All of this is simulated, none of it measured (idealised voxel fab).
process module | voxel air gaps
cross-section cut | 300 nm wide | cells 5 nm
A cross-section is a grid of square cells, given in bands from the top down. A band is one or more rows of cells.
Each band's line starts with the height of the band's top and of its bottom, in nm. Then come its materials from left to right, each with its width in nm. One material with "throughout" fills the band from edge to edge. "air" is empty space.
Height 0 is the level under which the wafer as received is all one material. The lowest band goes on downwards, as in "0 down".
A width such as "30 to 40" changes by the same amount from each row of cells to the next, from the band's top row to its bottom row.
"no change" after a step means that no cell of the cross-section changed.
closed voids: empty space of 8 cells or more with no open way to the top, each as width x height at its distance from the left edge, in nm
after a step's settings: what the simulator itself notes on the step
overlay nm, on a step with a mask: how far to the right of its planned place the mask lay; to the left if negative
plan
1 op RECEIVE | material Si
2 op CONFORMAL_DEP | material SiO2 | thk nm 10
3 op CONFORMAL_DEP | material SiN | thk nm 5
4 op DIRECTIONAL_DEP | material SiO2 | thk nm 40
5 op MASKED_ETCH | tone open | mask id LINES | width nm 20 | pitch nm 45 | etch materials SiO2 | depth nm 40 | overlay nm -15
6 op CONFORMAL_DEP | material TiN | thk nm 5
7 op FILL_DEP | material W | thk nm 10
8 op CMP | height nm 55
9 op EPI | material Ru | thk nm 10
10 op SELECTIVE_ETCH | etch materials SiO2 | depth nm 50
11 op CONFORMAL_DEP | material SiN | thk nm 5
varied across the wafers: overlay nm of step 5. The plan shows the first wafer's value. All wafers start alike
first wafer as received, after step 1
  0 down: Si throughout
  closed voids: none
each wafer at the end: cells of each material gained (+) or lost (-) since it was received, then its closed voids
overlay nm -15 | +64 Ru | +220 SiN | +120 SiO2 | +72 TiN | +56 W | closed voids: 15 x 30 at 80; 15 x 30 at 125; 15 x 30 at 170
overlay nm -10 | +64 Ru | +220 SiN | +120 SiO2 | +72 TiN | +56 W | closed voids: 15 x 30 at 85; 15 x 30 at 130; 15 x 30 at 175
overlay nm -5 | +64 Ru | +220 SiN | +120 SiO2 | +72 TiN | +56 W | closed voids: 15 x 30 at 90; 15 x 30 at 135; 15 x 30 at 180
overlay nm 0 | +64 Ru | +220 SiN | +120 SiO2 | +72 TiN | +56 W | closed voids: 15 x 30 at 95; 15 x 30 at 140; 15 x 30 at 185
overlay nm 5 | +64 Ru | +220 SiN | +120 SiO2 | +72 TiN | +56 W | closed voids: 15 x 30 at 100; 15 x 30 at 145; 15 x 30 at 190
overlay nm 10 | +64 Ru | +220 SiN | +120 SiO2 | +72 TiN | +56 W | closed voids: 15 x 30 at 105; 15 x 30 at 150; 15 x 30 at 195
overlay nm 15 | +64 Ru | +220 SiN | +120 SiO2 | +72 TiN | +56 W | closed voids: 15 x 30 at 110; 15 x 30 at 155; 15 x 30 at 200
